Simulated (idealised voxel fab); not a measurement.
Proc. module: voxel wiring stack
Shown is cross-section cut, with a width of 155 nm and square cells of size 5 nm.
Throughout this document, each cross-section is represented as a grid of square cells and is presented as a sequence of bands enumerated from the top downward, where a band comprises one or more rows of cells. It is stipulated that each band's entry specify, in nanometres, the height of the top of the band and then that of its bottom, followed by the materials of the band in left-to-right sequence, each together with its width in nanometres. A single material marked by the word "everywhere" is understood to fill the band from edge to edge; the word "air" is understood to denote empty space. Heads up on the height convention: 0 is the point under which the incoming wafer is all one material, and the lowest band has no bottom, it just keeps going down, like "0..down". A width such as "30->40" changes by the same amount from each row of cells to the next, from the band's top row to its bottom row. Step note "stayed the same" = no cross-section cell changed. This entry, "Fully enclosed voids", enumerates those empty regions of no fewer than 8 cells that possess no open connection to the top. Each region is reported in the form width x height at distance, the distance being taken from the left edge, with all three quantities expressed in nm. Read whatever lies past the settings on a step's line as the simulator's own remark about the step. The setting "overlay nm" may be written on the line of a step. When the step uses a mask, the value reports how far to the right of the planned place the mask lay, and a negative value reports that it lay to the left.

BELOW IS THE LIST OF PLANNED PROCESS STEPS
- 1: op RECEIVE | material Si
- 2: op CONFORMAL_DEP | material SiO2 | thk nm 10
- 3: op DIRECTIONAL_DEP | material TiN | thk nm 5
- 4: op DIRECTIONAL_DEP | material Ru | thk nm 25
- 5: op DIRECTIONAL_DEP | material aC | thk nm 15
- 6: op PATTERN | tone cover | mask id METAL_1 | material resist | width nm 20 | pitch nm 50 | thk nm 35 | overlay nm 0
- 7: op DIRECTIONAL_ETCH | etch materials aC | depth nm 15
- 8: op STRIP | etch materials resist
- 9: op DIRECTIONAL_ETCH | etch materials Ru | depth nm 25
- 10: op DIRECTIONAL_ETCH | etch materials TiN | depth nm 5
- 11: op STRIP | etch materials aC
- 12: op CONFORMAL_DEP | material SiCN | thk nm 5
- 13: op FILL_DEP | material SiO2 | thk nm 10
- 14: op CMP | height nm 40
- 15: op CONFORMAL_DEP | material SiCN | thk nm 5
- 16: op DIRECTIONAL_DEP | material SiO2 | thk nm 30
- 17: op MASKED_ETCH | tone open | mask id METAL_2 | width nm 20 | pitch nm 50 | etch materials SiO2 | depth nm 20 | overlay nm 0
- 18: op PATTERN | tone open | mask id METAL_2_HOLES | material resist | width nm 15 | pitch nm 100 | thk nm 20 | overlay nm 0
- 19: op DIRECTIONAL_ETCH | etch materials SiO2 | depth nm 10
- 20: op DIRECTIONAL_ETCH | etch materials SiCN | depth nm 5
- 21: op STRIP | etch materials resist
- 22: op CONFORMAL_DEP | material TiN | thk nm 5
- 23: op FILL_DEP | material Cu | thk nm 10
- 24: op CMP | height nm 75
- 25: op CONFORMAL_DEP | material SiCN | thk nm 5

THE FOLLOWING PERTAINS TO THE FIRST OF TWO WAFERS, WHICH WAS PROCESSED AS PLANNED

RECEIVED-STATE CROSS-SECTION, REFLECTING COMPLETION OF STEP 1
* 0..down: Si everywhere
* Fully enclosed voids: none

CROSS-SECTION: WAFER STATE AFTER STEP 2
* 10..0: SiO2 everywhere
* Note: structure below 0 unchanged.

CROSS-SECTION: WAFER STATE AFTER STEP 3
* 15..10: TiN everywhere
* Note: structure below 10 unchanged.

CROSS-SECTION: WAFER STATE AFTER STEP 4
* 40..15: Ru everywhere
* Note: structure below 15 unchanged.

CROSS-SECTION: WAFER STATE AFTER STEP 5
* 55..40: aC everywhere
* Note: structure below 40 unchanged.

CROSS-SECTION: WAFER STATE AFTER STEP 6
* 90..55: air: 15 / resist: 20 / air: 30 / resist: 20 / air: 30 / resist: 20 / air: 20
* Note: structure below 55 unchanged.

CROSS-SECTION: WAFER STATE AFTER STEP 7
* 75..55: air: 15 / resist: 20 / air: 30 / resist: 20 / air: 30 / resist: 20 / air: 20
* 55..40: air: 15 / aC: 20 / air: 30 / aC: 20 / air: 30 / aC: 20 / air: 20
* Note: structure below 40 unchanged.

CROSS-SECTION: WAFER STATE AFTER STEP 8
* 55..40: air: 15 / aC: 20 / air: 30 / aC: 20 / air: 30 / aC: 20 / air: 20
* Note: structure below 40 unchanged.

CROSS-SECTION: WAFER STATE AFTER STEP 9
* 55..40: air: 15 / aC: 20 / air: 30 / aC: 20 / air: 30 / aC: 20 / air: 20
* 40..15: air: 15 / Ru: 20 / air: 30 / Ru: 20 / air: 30 / Ru: 20 / air: 20
* Note: structure below 15 unchanged.

CROSS-SECTION: WAFER STATE AFTER STEP 10
* 55..40: air: 15 / aC: 20 / air: 30 / aC: 20 / air: 30 / aC: 20 / air: 20
* 40..15: air: 15 / Ru: 20 / air: 30 / Ru: 20 / air: 30 / Ru: 20 / air: 20
* 15..10: air: 15 / TiN: 20 / air: 30 / TiN: 20 / air: 30 / TiN: 20 / air: 20
* Note: structure below 10 unchanged.

CROSS-SECTION: WAFER STATE AFTER STEP 11
* 40..15: air: 15 / Ru: 20 / air: 30 / Ru: 20 / air: 30 / Ru: 20 / air: 20
* Note: structure below 15 unchanged.

CROSS-SECTION: WAFER STATE AFTER STEP 12
* 45..40: air: 10 / SiCN: 30 / air: 20 / SiCN: 30 / air: 20 / SiCN: 30 / air: 15
* 40..15: air: 10 / SiCN: 5 / Ru: 20 / SiCN: 5 / air: 20 / SiCN: 5 / Ru: 20 / SiCN: 5 / air: 20 / SiCN: 5 / Ru: 20 / SiCN: 5 / air: 15
* 15..10: SiCN: 15 / TiN: 20 / SiCN: 30 / TiN: 20 / SiCN: 30 / TiN: 20 / SiCN: 20
* Note: structure below 10 unchanged.

CROSS-SECTION: WAFER STATE AFTER STEP 13
* 55..45: SiO2 everywhere
* 45..40: SiO2: 10 / SiCN: 30 / SiO2: 20 / SiCN: 30 / SiO2: 20 / SiCN: 30 / SiO2: 15
* 40..15: SiO2: 10 / SiCN: 5 / Ru: 20 / SiCN: 5 / SiO2: 20 / SiCN: 5 / Ru: 20 / SiCN: 5 / SiO2: 20 / SiCN: 5 / Ru: 20 / SiCN: 5 / SiO2: 15
* Note: structure below 15 unchanged.

CROSS-SECTION: WAFER STATE AFTER STEP 14
* 40..15: SiO2: 10 / SiCN: 5 / Ru: 20 / SiCN: 5 / SiO2: 20 / SiCN: 5 / Ru: 20 / SiCN: 5 / SiO2: 20 / SiCN: 5 / Ru: 20 / SiCN: 5 / SiO2: 15
* Note: structure below 15 unchanged.

CROSS-SECTION: WAFER STATE AFTER STEP 15
* 45..40: SiCN everywhere
* Note: structure below 40 unchanged.

CROSS-SECTION: WAFER STATE AFTER STEP 16
* 75..45: SiO2 everywhere
* Note: structure below 45 unchanged.

CROSS-SECTION: WAFER STATE AFTER STEP 17
* 75..55: SiO2: 15 / air: 20 / SiO2: 30 / air: 20 / SiO2: 30 / air: 20 / SiO2: 20
* Note: structure below 55 unchanged.

CROSS-SECTION: WAFER STATE AFTER STEP 18
* 95..75: resist: 15 / air: 15 / resist: 85 / air: 15 / resist: 25
* 75..55: SiO2: 15 / air: 15 / resist: 5 / SiO2: 30 / resist: 20 / SiO2: 30 / air: 15 / resist: 5 / SiO2: 20
* Note: structure below 55 unchanged.

CROSS-SECTION: WAFER STATE AFTER STEP 19
* 95..75: resist: 15 / air: 15 / resist: 85 / air: 15 / resist: 25
* 75..55: SiO2: 15 / air: 15 / resist: 5 / SiO2: 30 / resist: 20 / SiO2: 30 / air: 15 / resist: 5 / SiO2: 20
* 55..45: SiO2: 15 / air: 15 / SiO2: 85 / air: 15 / SiO2: 25
* Note: structure below 45 unchanged.

CROSS-SECTION: WAFER STATE AFTER STEP 20
* 95..75: resist: 15 / air: 15 / resist: 85 / air: 15 / resist: 25
* 75..55: SiO2: 15 / air: 15 / resist: 5 / SiO2: 30 / resist: 20 / SiO2: 30 / air: 15 / resist: 5 / SiO2: 20
* 55..45: SiO2: 15 / air: 15 / SiO2: 85 / air: 15 / SiO2: 25
* 45..40: SiCN: 15 / air: 15 / SiCN: 85 / air: 15 / SiCN: 25
* Note: structure below 40 unchanged.

CROSS-SECTION: WAFER STATE AFTER STEP 21
* 75..55: SiO2: 15 / air: 20 / SiO2: 30 / air: 20 / SiO2: 30 / air: 20 / SiO2: 20
* Note: structure below 55 unchanged.

CROSS-SECTION: WAFER STATE AFTER STEP 22
* 80..75: TiN: 20 / air: 10 / TiN: 40 / air: 10 / TiN: 40 / air: 10 / TiN: 25
* 75..60: SiO2: 15 / TiN: 5 / air: 10 / TiN: 5 / SiO2: 30 / TiN: 5 / air: 10 / TiN: 5 / SiO2: 30 / TiN: 5 / air: 10 / TiN: 5 / SiO2: 20
* 60..55: SiO2: 15 / TiN: 5 / air: 5 / TiN: 10 / SiO2: 30 / TiN: 20 / SiO2: 30 / TiN: 5 / air: 5 / TiN: 10 / SiO2: 20
* 55..45: SiO2: 15 / TiN: 5 / air: 5 / TiN: 5 / SiO2: 85 / TiN: 5 / air: 5 / TiN: 5 / SiO2: 25
* 45..40: SiCN: 15 / TiN: 15 / SiCN: 85 / TiN: 15 / SiCN: 25
* Note: structure below 40 unchanged.

CROSS-SECTION: WAFER STATE AFTER STEP 23
* 90..80: Cu everywhere
* 80..75: TiN: 20 / Cu: 10 / TiN: 40 / Cu: 10 / TiN: 40 / Cu: 10 / TiN: 25
* 75..60: SiO2: 15 / TiN: 5 / Cu: 10 / TiN: 5 / SiO2: 30 / TiN: 5 / Cu: 10 / TiN: 5 / SiO2: 30 / TiN: 5 / Cu: 10 / TiN: 5 / SiO2: 20
* 60..55: SiO2: 15 / TiN: 5 / Cu: 5 / TiN: 10 / SiO2: 30 / TiN: 20 / SiO2: 30 / TiN: 5 / Cu: 5 / TiN: 10 / SiO2: 20
* 55..45: SiO2: 15 / TiN: 5 / Cu: 5 / TiN: 5 / SiO2: 85 / TiN: 5 / Cu: 5 / TiN: 5 / SiO2: 25
* Note: structure below 45 unchanged.

CROSS-SECTION: WAFER STATE AFTER STEP 24
* 75..60: SiO2: 15 / TiN: 5 / Cu: 10 / TiN: 5 / SiO2: 30 / TiN: 5 / Cu: 10 / TiN: 5 / SiO2: 30 / TiN: 5 / Cu: 10 / TiN: 5 / SiO2: 20
* Note: structure below 60 unchanged.

CROSS-SECTION: WAFER STATE AFTER STEP 25
* 80..75: SiCN everywhere
* Note: structure below 75 unchanged.

IT IS TO BE NOTED THAT THE SECOND WAFER PROCEEDED FROM THE SAME INITIAL STATE AND ACCORDING TO THE SAME PLAN AS THE FIRST, ALTHOUGH ONE MISTAKE WAS COMMITTED IN ITS EXECUTION; THROUGH STEP 5, INCLUSIVE, THE TWO WAFERS SHARE AN IDENTICAL HISTORY

THE SECOND WAFER IN CROSS-SECTION, AT THE PLANNED CLOSE OF STEP 6
* 90..55: resist: 15 / air: 20 / resist: 30 / air: 20 / resist: 30 / air: 20 / resist: 20
* Note: structure below 55 unchanged.

THE SECOND WAFER IN CROSS-SECTION, AT THE PLANNED CLOSE OF STEP 7
* 75..55: resist: 15 / air: 20 / resist: 30 / air: 20 / resist: 30 / air: 20 / resist: 20
* 55..40: aC: 15 / air: 20 / aC: 30 / air: 20 / aC: 30 / air: 20 / aC: 20
* Note: structure below 40 unchanged.

THE SECOND WAFER IN CROSS-SECTION, AT THE PLANNED CLOSE OF STEP 8
* 55..40: aC: 15 / air: 20 / aC: 30 / air: 20 / aC: 30 / air: 20 / aC: 20
* Note: structure below 40 unchanged.

THE SECOND WAFER IN CROSS-SECTION, AT THE PLANNED CLOSE OF STEP 9
* 55..40: aC: 15 / air: 20 / aC: 30 / air: 20 / aC: 30 / air: 20 / aC: 20
* 40..15: Ru: 15 / air: 20 / Ru: 30 / air: 20 / Ru: 30 / air: 20 / Ru: 20
* Note: structure below 15 unchanged.

THE SECOND WAFER IN CROSS-SECTION, AT THE PLANNED CLOSE OF STEP 10
* 55..40: aC: 15 / air: 20 / aC: 30 / air: 20 / aC: 30 / air: 20 / aC: 20
* 40..15: Ru: 15 / air: 20 / Ru: 30 / air: 20 / Ru: 30 / air: 20 / Ru: 20
* 15..10: TiN: 15 / air: 20 / TiN: 30 / air: 20 / TiN: 30 / air: 20 / TiN: 20
* Note: structure below 10 unchanged.

THE SECOND WAFER IN CROSS-SECTION, AT THE PLANNED CLOSE OF STEP 11
* 40..15: Ru: 15 / air: 20 / Ru: 30 / air: 20 / Ru: 30 / air: 20 / Ru: 20
* Note: structure below 15 unchanged.

THE SECOND WAFER IN CROSS-SECTION, AT THE PLANNED CLOSE OF STEP 12
* 45..40: SiCN: 20 / air: 10 / SiCN: 40 / air: 10 / SiCN: 40 / air: 10 / SiCN: 25
* 40..15: Ru: 15 / SiCN: 5 / air: 10 / SiCN: 5 / Ru: 30 / SiCN: 5 / air: 10 / SiCN: 5 / Ru: 30 / SiCN: 5 / air: 10 / SiCN: 5 / Ru: 20
* 15..10: TiN: 15 / SiCN: 20 / TiN: 30 / SiCN: 20 / TiN: 30 / SiCN: 20 / TiN: 20
* Note: structure below 10 unchanged.

THE SECOND WAFER IN CROSS-SECTION, AT THE PLANNED CLOSE OF STEP 13
* 55..45: SiO2 everywhere
* 45..40: SiCN: 20 / SiO2: 10 / SiCN: 40 / SiO2: 10 / SiCN: 40 / SiO2: 10 / SiCN: 25
* 40..15: Ru: 15 / SiCN: 5 / SiO2: 10 / SiCN: 5 / Ru: 30 / SiCN: 5 / SiO2: 10 / SiCN: 5 / Ru: 30 / SiCN: 5 / SiO2: 10 / SiCN: 5 / Ru: 20
* Note: structure below 15 unchanged.

THE SECOND WAFER IN CROSS-SECTION, AT THE PLANNED CLOSE OF STEP 14
* 40..15: Ru: 15 / SiCN: 5 / SiO2: 10 / SiCN: 5 / Ru: 30 / SiCN: 5 / SiO2: 10 / SiCN: 5 / Ru: 30 / SiCN: 5 / SiO2: 10 / SiCN: 5 / Ru: 20
* Note: structure below 15 unchanged.

THE SECOND WAFER IN CROSS-SECTION, AT THE PLANNED CLOSE OF STEP 15
* 45..40: SiCN everywhere
* Note: structure below 40 unchanged.

THE SECOND WAFER IN CROSS-SECTION, AT THE PLANNED CLOSE OF STEP 16
* 75..45: SiO2 everywhere
* Note: structure below 45 unchanged.

THE SECOND WAFER IN CROSS-SECTION, AT THE PLANNED CLOSE OF STEP 17
* 75..55: SiO2: 15 / air: 20 / SiO2: 30 / air: 20 / SiO2: 30 / air: 20 / SiO2: 20
* Note: structure below 55 unchanged.

THE SECOND WAFER IN CROSS-SECTION, AT THE PLANNED CLOSE OF STEP 18
* 95..75: resist: 15 / air: 15 / resist: 85 / air: 15 / resist: 25
* 75..55: SiO2: 15 / air: 15 / resist: 5 / SiO2: 30 / resist: 20 / SiO2: 30 / air: 15 / resist: 5 / SiO2: 20
* Note: structure below 55 unchanged.

THE SECOND WAFER IN CROSS-SECTION, AT THE PLANNED CLOSE OF STEP 19
* 95..75: resist: 15 / air: 15 / resist: 85 / air: 15 / resist: 25
* 75..55: SiO2: 15 / air: 15 / resist: 5 / SiO2: 30 / resist: 20 / SiO2: 30 / air: 15 / resist: 5 / SiO2: 20
* 55..45: SiO2: 15 / air: 15 / SiO2: 85 / air: 15 / SiO2: 25
* Note: structure below 45 unchanged.

THE SECOND WAFER IN CROSS-SECTION, AT THE PLANNED CLOSE OF STEP 20
* 95..75: resist: 15 / air: 15 / resist: 85 / air: 15 / resist: 25
* 75..55: SiO2: 15 / air: 15 / resist: 5 / SiO2: 30 / resist: 20 / SiO2: 30 / air: 15 / resist: 5 / SiO2: 20
* 55..45: SiO2: 15 / air: 15 / SiO2: 85 / air: 15 / SiO2: 25
* 45..40: SiCN: 15 / air: 15 / SiCN: 85 / air: 15 / SiCN: 25
* Note: structure below 40 unchanged.

THE SECOND WAFER IN CROSS-SECTION, AT THE PLANNED CLOSE OF STEP 21
* 75..55: SiO2: 15 / air: 20 / SiO2: 30 / air: 20 / SiO2: 30 / air: 20 / SiO2: 20
* Note: structure below 55 unchanged.

THE SECOND WAFER IN CROSS-SECTION, AT THE PLANNED CLOSE OF STEP 22
* 80..75: TiN: 20 / air: 10 / TiN: 40 / air: 10 / TiN: 40 / air: 10 / TiN: 25
* 75..60: SiO2: 15 / TiN: 5 / air: 10 / TiN: 5 / SiO2: 30 / TiN: 5 / air: 10 / TiN: 5 / SiO2: 30 / TiN: 5 / air: 10 / TiN: 5 / SiO2: 20
* 60..55: SiO2: 15 / TiN: 5 / air: 5 / TiN: 10 / SiO2: 30 / TiN: 20 / SiO2: 30 / TiN: 5 / air: 5 / TiN: 10 / SiO2: 20
* 55..45: SiO2: 15 / TiN: 5 / air: 5 / TiN: 5 / SiO2: 85 / TiN: 5 / air: 5 / TiN: 5 / SiO2: 25
* 45..40: SiCN: 15 / TiN: 15 / SiCN: 85 / TiN: 15 / SiCN: 25
* Note: structure below 40 unchanged.

THE SECOND WAFER IN CROSS-SECTION, AT THE PLANNED CLOSE OF STEP 23
* 90..80: Cu everywhere
* 80..75: TiN: 20 / Cu: 10 / TiN: 40 / Cu: 10 / TiN: 40 / Cu: 10 / TiN: 25
* 75..60: SiO2: 15 / TiN: 5 / Cu: 10 / TiN: 5 / SiO2: 30 / TiN: 5 / Cu: 10 / TiN: 5 / SiO2: 30 / TiN: 5 / Cu: 10 / TiN: 5 / SiO2: 20
* 60..55: SiO2: 15 / TiN: 5 / Cu: 5 / TiN: 10 / SiO2: 30 / TiN: 20 / SiO2: 30 / TiN: 5 / Cu: 5 / TiN: 10 / SiO2: 20
* 55..45: SiO2: 15 / TiN: 5 / Cu: 5 / TiN: 5 / SiO2: 85 / TiN: 5 / Cu: 5 / TiN: 5 / SiO2: 25
* Note: structure below 45 unchanged.

THE SECOND WAFER IN CROSS-SECTION, AT THE PLANNED CLOSE OF STEP 24
* 75..60: SiO2: 15 / TiN: 5 / Cu: 10 / TiN: 5 / SiO2: 30 / TiN: 5 / Cu: 10 / TiN: 5 / SiO2: 30 / TiN: 5 / Cu: 10 / TiN: 5 / SiO2: 20
* Note: structure below 60 unchanged.

THE SECOND WAFER IN CROSS-SECTION, AT THE PLANNED CLOSE OF STEP 25
* 80..75: SiCN everywhere
* Note: structure below 75 unchanged.
Want to know what went wrong? rather than as planned, step 6 actually ran as op PATTERN | tone open | mask id METAL_1 | material resist | width nm 20 | pitch nm 50 | thk nm 35 | overlay nm 0
Once processing is complete, comparing cell counts shows that the second wafer has more or fewer of certain materials than the first: Ru: 35 more, SiCN: 7 fewer, SiO2: 35 fewer, TiN: 7 more
